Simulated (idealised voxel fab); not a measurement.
The following is a process module called voxel self aligned contacts.
Section shown: cut. Width: 235 nm. Cell size: 5 nm, square.
Think of the cross-section as a grid of square cells. We describe it in bands, top to bottom, and each band covers one or more rows of those cells. Band: top height; bottom height; in nm. Then, left to right: material with width in nm, for each material. "throughout": a single material spanning edge to edge. "air": empty space. We count height from 0. Below that, the starting wafer is all one material. The lowest band never ends at the bottom but goes on down; see "top 0, no bottom" for how that is written. Graded width ("30..40"): value in top row of band = first number; value in bottom row = second number; row-to-row change constant. What does "nothing different" mean for a step? It means no cell of the cross-section changed in that step. "Voids, enclosed" - sealed voids, min. 8 cells, no opening to top; format: width x height at distance (distance from left edge; nm throughout). On a step's line, text after the settings is the simulator commenting on that step. The line of a step may include "overlay nm". On a step with a mask, this value is how far to the right of its planned place the mask lay. A negative value means the mask lay to the left.
## This section lists the process steps that were planned
1,RECEIVE,material Si
2,OXIDIZE,depth nm 5
3,DIRECTIONAL_DEP,material polySi,thk nm 25
4,DIRECTIONAL_DEP,material SiN,thk nm 15
5,PATTERN,tone cover,mask id GATE,material resist,width nm 25,pitch nm 60,thk nm 15,overlay nm 0
6,DIRECTIONAL_ETCH,etch materials SiN,depth nm 15
7,DIRECTIONAL_ETCH,etch materials polySi,depth nm 25
8,STRIP,etch materials resist
9,CONFORMAL_DEP,material SiN,thk nm 5
10,DIRECTIONAL_ETCH,etch materials SiN,depth nm 5
11,FILL_DEP,material SiO2,thk nm 15
12,CMP,height nm 50
13,MASKED_ETCH,tone open,mask id CONTACT,width nm 45,etch materials SiO2,depth nm 55,overlay nm 0
14,CONFORMAL_DEP,material TiN,thk nm 5
15,FILL_DEP,material Ru,thk nm 10
16,CMP,height nm 50
17,CONFORMAL_DEP,material SiN,thk nm 5
## So, the first of our two wafers, run just as we planned it
## Cross-section of the wafer as it came to us, i.e., already through step 1
    top 0, no bottom | Si throughout
    Voids, enclosed: none
## Wafer section view after processing step 2
    top 0, bottom -5 | SiO2 throughout
    Whatever lies below -5 is exactly as it was before.
## Wafer section view after processing step 3
    top 25, bottom 0 | polySi throughout
    Whatever lies below 0 is exactly as it was before.
## Wafer section view after processing step 4
    top 40, bottom 25 | SiN throughout
    Whatever lies below 25 is exactly as it was before.
## Wafer section view after processing step 5
    top 55, bottom 40 | 75 of air; 25 of resist; 35 of air; 25 of resist; 75 of air
    Whatever lies below 40 is exactly as it was before.
## Wafer section view after processing step 6
    top 55, bottom 40 | 75 of air; 25 of resist; 35 of air; 25 of resist; 75 of air
    top 40, bottom 25 | 75 of air; 25 of SiN; 35 of air; 25 of SiN; 75 of air
    Whatever lies below 25 is exactly as it was before.
## Wafer section view after processing step 7
    top 55, bottom 40 | 75 of air; 25 of resist; 35 of air; 25 of resist; 75 of air
    top 40, bottom 25 | 75 of air; 25 of SiN; 35 of air; 25 of SiN; 75 of air
    top 25, bottom 0 | 75 of air; 25 of polySi; 35 of air; 25 of polySi; 75 of air
    Whatever lies below 0 is exactly as it was before.
## Wafer section view after processing step 8
    top 40, bottom 25 | 75 of air; 25 of SiN; 35 of air; 25 of SiN; 75 of air
    Whatever lies below 25 is exactly as it was before.
## Wafer section view after processing step 9
    top 45, bottom 25 | 70 of air; 35 of SiN; 25 of air; 35 of SiN; 70 of air
    top 25, bottom 5 | 70 of air; 5 of SiN; 25 of polySi; 5 of SiN; 25 of air; 5 of SiN; 25 of polySi; 5 of SiN; 70 of air
    top 5, bottom 0 | 75 of SiN; 25 of polySi; 35 of SiN; 25 of polySi; 75 of SiN
    Whatever lies below 0 is exactly as it was before.
## Wafer section view after processing step 10
    top 40, bottom 25 | 70 of air; 35 of SiN; 25 of air; 35 of SiN; 70 of air
    top 25, bottom 0 | 70 of air; 5 of SiN; 25 of polySi; 5 of SiN; 25 of air; 5 of SiN; 25 of polySi; 5 of SiN; 70 of air
    Whatever lies below 0 is exactly as it was before.
## Wafer section view after processing step 11
    top 55, bottom 40 | SiO2 throughout
    top 40, bottom 25 | 70 of SiO2; 35 of SiN; 25 of SiO2; 35 of SiN; 70 of SiO2
    top 25, bottom 0 | 70 of SiO2; 5 of SiN; 25 of polySi; 5 of SiN; 25 of SiO2; 5 of SiN; 25 of polySi; 5 of SiN; 70 of SiO2
    Whatever lies below 0 is exactly as it was before.
## Wafer section view after processing step 12
    top 50, bottom 40 | SiO2 throughout
    Whatever lies below 40 is exactly as it was before.
## Wafer section view after processing step 13
    top 50, bottom 40 | 95 of SiO2; 45 of air; 95 of SiO2
    top 40, bottom 25 | 70 of SiO2; 35 of SiN; 25 of air; 35 of SiN; 70 of SiO2
    top 25, bottom 0 | 70 of SiO2; 5 of SiN; 25 of polySi; 5 of SiN; 25 of air; 5 of SiN; 25 of polySi; 5 of SiN; 70 of SiO2
    top 0, bottom -5 | 105 of SiO2; 25 of air; 105 of SiO2
    Whatever lies below -5 is exactly as it was before.
## Wafer section view after processing step 14
    top 55, bottom 50 | 100 of TiN; 35 of air; 100 of TiN
    top 50, bottom 40 | 95 of SiO2; 5..15 of TiN; 35..15 of air; 5..15 of TiN; 95 of SiO2
    top 40, bottom 25 | 70 of SiO2; 35 of SiN; 5 of TiN; 15 of air; 5 of TiN; 35 of SiN; 70 of SiO2
    top 25, bottom 0 | 70 of SiO2; 5 of SiN; 25 of polySi; 5 of SiN; 5 of TiN; 15 of air; 5 of TiN; 5 of SiN; 25 of polySi; 5 of SiN; 70 of SiO2
    top 0, bottom -5 | 105 of SiO2; 25 of TiN; 105 of SiO2
    Whatever lies below -5 is exactly as it was before.
## Wafer section view after processing step 15
    top 65, bottom 55 | Ru throughout
    top 55, bottom 50 | 100 of TiN; 35 of Ru; 100 of TiN
    top 50, bottom 40 | 95 of SiO2; 5..15 of TiN; 35..15 of Ru; 5..15 of TiN; 95 of SiO2
    top 40, bottom 25 | 70 of SiO2; 35 of SiN; 5 of TiN; 15 of Ru; 5 of TiN; 35 of SiN; 70 of SiO2
    top 25, bottom 0 | 70 of SiO2; 5 of SiN; 25 of polySi; 5 of SiN; 5 of TiN; 15 of Ru; 5 of TiN; 5 of SiN; 25 of polySi; 5 of SiN; 70 of SiO2
    Whatever lies below 0 is exactly as it was before.
## Wafer section view after processing step 16
    top 50, bottom 40 | 95 of SiO2; 5..15 of TiN; 35..15 of Ru; 5..15 of TiN; 95 of SiO2
    Whatever lies below 40 is exactly as it was before.
## Wafer section view after processing step 17
    top 55, bottom 50 | SiN throughout
    Whatever lies below 50 is exactly as it was before.
## Second Wafer (Identical Start and Plan, One Processing Error; Matches First Wafer Through Step 4)
## Second wafer, cut view, end of step 5 per plan
    top 55, bottom 40 | 65 of air; 25 of resist; 35 of air; 25 of resist; 85 of air
    Whatever lies below 40 is exactly as it was before.
## Second wafer, cut view, end of step 6 per plan
    top 55, bottom 40 | 65 of air; 25 of resist; 35 of air; 25 of resist; 85 of air
    top 40, bottom 25 | 65 of air; 25 of SiN; 35 of air; 25 of SiN; 85 of air
    Whatever lies below 25 is exactly as it was before.
## Second wafer, cut view, end of step 7 per plan
    top 55, bottom 40 | 65 of air; 25 of resist; 35 of air; 25 of resist; 85 of air
    top 40, bottom 25 | 65 of air; 25 of SiN; 35 of air; 25 of SiN; 85 of air
    top 25, bottom 0 | 65 of air; 25 of polySi; 35 of air; 25 of polySi; 85 of air
    Whatever lies below 0 is exactly as it was before.
## Second wafer, cut view, end of step 8 per plan
    top 40, bottom 25 | 65 of air; 25 of SiN; 35 of air; 25 of SiN; 85 of air
    Whatever lies below 25 is exactly as it was before.
## Second wafer, cut view, end of step 9 per plan
    top 45, bottom 25 | 60 of air; 35 of SiN; 25 of air; 35 of SiN; 80 of air
    top 25, bottom 5 | 60 of air; 5 of SiN; 25 of polySi; 5 of SiN; 25 of air; 5 of SiN; 25 of polySi; 5 of SiN; 80 of air
    top 5, bottom 0 | 65 of SiN; 25 of polySi; 35 of SiN; 25 of polySi; 85 of SiN
    Whatever lies below 0 is exactly as it was before.
## Second wafer, cut view, end of step 10 per plan
    top 40, bottom 25 | 60 of air; 35 of SiN; 25 of air; 35 of SiN; 80 of air
    top 25, bottom 0 | 60 of air; 5 of SiN; 25 of polySi; 5 of SiN; 25 of air; 5 of SiN; 25 of polySi; 5 of SiN; 80 of air
    Whatever lies below 0 is exactly as it was before.
## Second wafer, cut view, end of step 11 per plan
    top 55, bottom 40 | SiO2 throughout
    top 40, bottom 25 | 60 of SiO2; 35 of SiN; 25 of SiO2; 35 of SiN; 80 of SiO2
    top 25, bottom 0 | 60 of SiO2; 5 of SiN; 25 of polySi; 5 of SiN; 25 of SiO2; 5 of SiN; 25 of polySi; 5 of SiN; 80 of SiO2
    Whatever lies below 0 is exactly as it was before.
## Second wafer, cut view, end of step 12 per plan
    top 50, bottom 40 | SiO2 throughout
    Whatever lies below 40 is exactly as it was before.
## Second wafer, cut view, end of step 13 per plan
    top 50, bottom 40 | 95 of SiO2; 45 of air; 95 of SiO2
    top 40, bottom 25 | 60 of SiO2; 35 of SiN; 25 of air; 35 of SiN; 80 of SiO2
    top 25, bottom 0 | 60 of SiO2; 5 of SiN; 25 of polySi; 5 of SiN; 25 of air; 5 of SiN; 25 of polySi; 5 of SiN; 80 of SiO2
    top 0, bottom -5 | 95 of SiO2; 25 of air; 115 of SiO2
    Whatever lies below -5 is exactly as it was before.
## Second wafer, cut view, end of step 14 per plan
    top 55, bottom 50 | 100 of TiN; 35 of air; 100 of TiN
    top 50, bottom 40 | 95 of SiO2; 5 of TiN; 35..15 of air; 5..25 of TiN; 95 of SiO2
    top 40, bottom 25 | 60 of SiO2; 35 of SiN; 5 of TiN; 15 of air; 5 of TiN; 35 of SiN; 80 of SiO2
    top 25, bottom 0 | 60 of SiO2; 5 of SiN; 25 of polySi; 5 of SiN; 5 of TiN; 15 of air; 5 of TiN; 5 of SiN; 25 of polySi; 5 of SiN; 80 of SiO2
    top 0, bottom -5 | 95 of SiO2; 25 of TiN; 115 of SiO2
    Whatever lies below -5 is exactly as it was before.
## Second wafer, cut view, end of step 15 per plan
    top 65, bottom 55 | Ru throughout
    top 55, bottom 50 | 100 of TiN; 35 of Ru; 100 of TiN
    top 50, bottom 40 | 95 of SiO2; 5 of TiN; 35..15 of Ru; 5..25 of TiN; 95 of SiO2
    top 40, bottom 25 | 60 of SiO2; 35 of SiN; 5 of TiN; 15 of Ru; 5 of TiN; 35 of SiN; 80 of SiO2
    top 25, bottom 0 | 60 of SiO2; 5 of SiN; 25 of polySi; 5 of SiN; 5 of TiN; 15 of Ru; 5 of TiN; 5 of SiN; 25 of polySi; 5 of SiN; 80 of SiO2
    Whatever lies below 0 is exactly as it was before.
## Second wafer, cut view, end of step 16 per plan
    top 50, bottom 40 | 95 of SiO2; 5 of TiN; 35..15 of Ru; 5..25 of TiN; 95 of SiO2
    Whatever lies below 40 is exactly as it was before.
## Second wafer, cut view, end of step 17 per plan
    top 55, bottom 50 | SiN throughout
    Whatever lies below 50 is exactly as it was before.
It is concluded that the wafer was processed incorrectly with respect to the plan, in that step 5: run off-plan, actual operation and settings PATTERN,tone cover,mask id GATE,material resist,width nm 25,pitch nm 60,thk nm 15,overlay nm -10
At the end, each material covers as many cells on the second wafer as it does on the first, though the cells it covers are elsewhere.
